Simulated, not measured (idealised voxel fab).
process module | voxel self aligned contacts
cross-section cut | 160 nm wide | cells 5 nm
A cross-section is a grid of square cells, given in bands from the top down. A band is one or more rows of cells.
Each band's line starts with the height of the band's top and of its bottom, in nm. Then come its materials from left to right, each with its width in nm. One material with "throughout" fills the band from edge to edge. "air" is empty space.
Height 0 is the level under which the wafer as received is all one material. The lowest band goes on downwards, as in "0 down".
A width such as "30 to 40" changes by the same amount from each row of cells to the next, from the band's top row to its bottom row.
"no change" after a step means that no cell of the cross-section changed.
closed voids: empty space of 8 cells or more with no open way to the top, each as width x height at its distance from the left edge, in nm
after a step's settings: what the simulator itself notes on the step
overlay nm, on a step with a mask: how far to the right of its planned place the mask lay; to the left if negative
plan
1 op RECEIVE | material Si
2 op OXIDIZE | depth nm 5
3 op DIRECTIONAL_DEP | material polySi | thk nm 25
4 op DIRECTIONAL_DEP | material SiN | thk nm 20
5 op DIRECTIONAL_DEP | material aC | thk nm 10
6 op PATTERN | tone cover | mask id GATE | material resist | width nm 30 | pitch nm 75 | thk nm 25 | overlay nm 0
7 op DIRECTIONAL_ETCH | etch materials aC | depth nm 10
8 op STRIP | etch materials resist
9 op DIRECTIONAL_ETCH | etch materials SiN | depth nm 20
10 op DIRECTIONAL_ETCH | etch materials polySi | depth nm 25
11 op STRIP | etch materials aC
12 op CONFORMAL_DEP | material SiN | thk nm 10
13 op DIRECTIONAL_ETCH | etch materials SiN | depth nm 10
14 op FILL_DEP | material SiO2 | thk nm 15
15 op CMP | height nm 50
16 op DIRECTIONAL_DEP | material aC | thk nm 15
17 op PATTERN | tone open | mask id CONTACT | material resist | width nm 55 | thk nm 35 | overlay nm 0
18 op DIRECTIONAL_ETCH | etch materials aC | depth nm 15
19 op STRIP | etch materials resist
20 op DIRECTIONAL_ETCH | etch materials SiO2 | depth nm 55
21 op STRIP | etch materials aC
22 op CONFORMAL_DEP | material TiN | thk nm 5
23 op FILL_DEP | material Ru | thk nm 10
24 op CMP | height nm 50
25 op CONFORMAL_DEP | material SiCN | thk nm 5
as received, after step 1
  0 down: Si throughout
  closed voids: none
first wafer at the end, as planned
  55 to 50: SiCN throughout
  50 to 45: SiO2 50 | TiN 20 | Ru 15 | TiN 20 | SiO2 55
  45 to 25: SiO2 15 | SiN 50 | TiN 5 | Ru 15 | TiN 5 | SiN 50 | SiO2 20
  25 to 0: SiO2 15 | SiN 10 | polySi 30 | SiN 10 | TiN 5 | Ru 15 | TiN 5 | SiN 10 | polySi 30 | SiN 10 | SiO2 20
  0 to -5: SiO2 65 | TiN 25 | SiO2 70
  -5 down: Si throughout
  closed voids: none
second wafer at the end: like start, like plan, one mistake
  55 to 50: SiCN throughout
  50 to 45: SiO2 50 | TiN 20 | Ru 15 | TiN 20 | SiO2 55
  45 to 40: SiO2 15 | SiN 50 | TiN 5 | Ru 15 | TiN 5 | SiN 50 | SiO2 20
  40 to 35: SiO2 15 | SiN 50 | TiN 25 | SiN 50 | SiO2 20
  35 to 25: SiN throughout
  25 to 0: polySi throughout
  0 to -5: SiO2 throughout
  -5 down: Si throughout
  closed voids: none
what went wrong: step 9 ran as: op DIRECTIONAL_ETCH | etch materials SiN | depth nm 10
at the end the second wafer has, in cells: 24 fewer of Ru | 16 fewer of SiN | 44 fewer of SiO2 | 16 fewer of TiN | 100 more of polySi
